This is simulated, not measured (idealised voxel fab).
process module | voxel ribs on slabs
cross-section cut | 205 nm wide | cells 5 nm
A cross-section is a grid of square cells, given in bands from the top down. A band is one or more rows of cells.
Each band's line starts with the height of the band's top and of its bottom, in nm. Then come its materials from left to right, each with its width in nm. One material with "throughout" fills the band from edge to edge. "air" is empty space.
Height 0 is the level under which the wafer as received is all one material. The lowest band goes on downwards, as in "0 down".
A width such as "30 to 40" changes by the same amount from each row of cells to the next, from the band's top row to its bottom row.
"no change" after a step means that no cell of the cross-section changed.
closed voids: empty space of 8 cells or more with no open way to the top, each as width x height at its distance from the left edge, in nm
after a step's settings: what the simulator itself notes on the step
overlay nm, on a step with a mask: how far to the right of its planned place the mask lay; to the left if negative
plan
1 op RECEIVE | material Si
2 op DIRECTIONAL_DEP | material SiO2 | thk nm 30
3 op DIRECTIONAL_DEP | material polySi | thk nm 15
4 op PATTERN | tone cover | mask id RIB | material resist | width nm 30 | thk nm 20 | overlay nm 0
5 op DIRECTIONAL_ETCH | etch materials polySi | depth nm 5
6 op STRIP | etch materials resist
7 op PATTERN | tone cover | mask id SLAB | material resist | width nm 80 | thk nm 20 | overlay nm -15
8 op DIRECTIONAL_ETCH | etch materials polySi | depth nm 10
9 op STRIP | etch materials resist
10 op FILL_DEP | material SiO2 | thk nm 20
11 op CMP | height nm 60
12 op DIRECTIONAL_DEP | material TiN | thk nm 10
13 op DIRECTIONAL_DEP | material aC | thk nm 15
14 op PATTERN | tone cover | mask id HEATER | material resist | width nm 40 | thk nm 35 | overlay nm 0
15 op DIRECTIONAL_ETCH | etch materials aC | depth nm 15
16 op STRIP | etch materials resist
17 op DIRECTIONAL_ETCH | etch materials TiN | depth nm 10
18 op STRIP | etch materials aC
19 op CONFORMAL_DEP | material SiN | thk nm 5
varied across the wafers: overlay nm of step 7. The plan shows the first wafer's value. All wafers start alike
first wafer as received, after step 1
  0 down: Si throughout
  closed voids: none
each wafer at the end: cells of each material gained (+) or lost (-) since it was received, then its closed voids
overlay nm -15 | +45 SiN | +454 SiO2 | +16 TiN | +38 polySi | closed voids: none
overlay nm -10 | +45 SiN | +454 SiO2 | +16 TiN | +38 polySi | closed voids: none
overlay nm -5 | +45 SiN | +454 SiO2 | +16 TiN | +38 polySi | closed voids: none
overlay nm 0 | +45 SiN | +454 SiO2 | +16 TiN | +38 polySi | closed voids: none
overlay nm 5 | +45 SiN | +454 SiO2 | +16 TiN | +38 polySi | closed voids: none
overlay nm 10 | +45 SiN | +454 SiO2 | +16 TiN | +38 polySi | closed voids: none
overlay nm 15 | +45 SiN | +454 SiO2 | +16 TiN | +38 polySi | closed voids: none
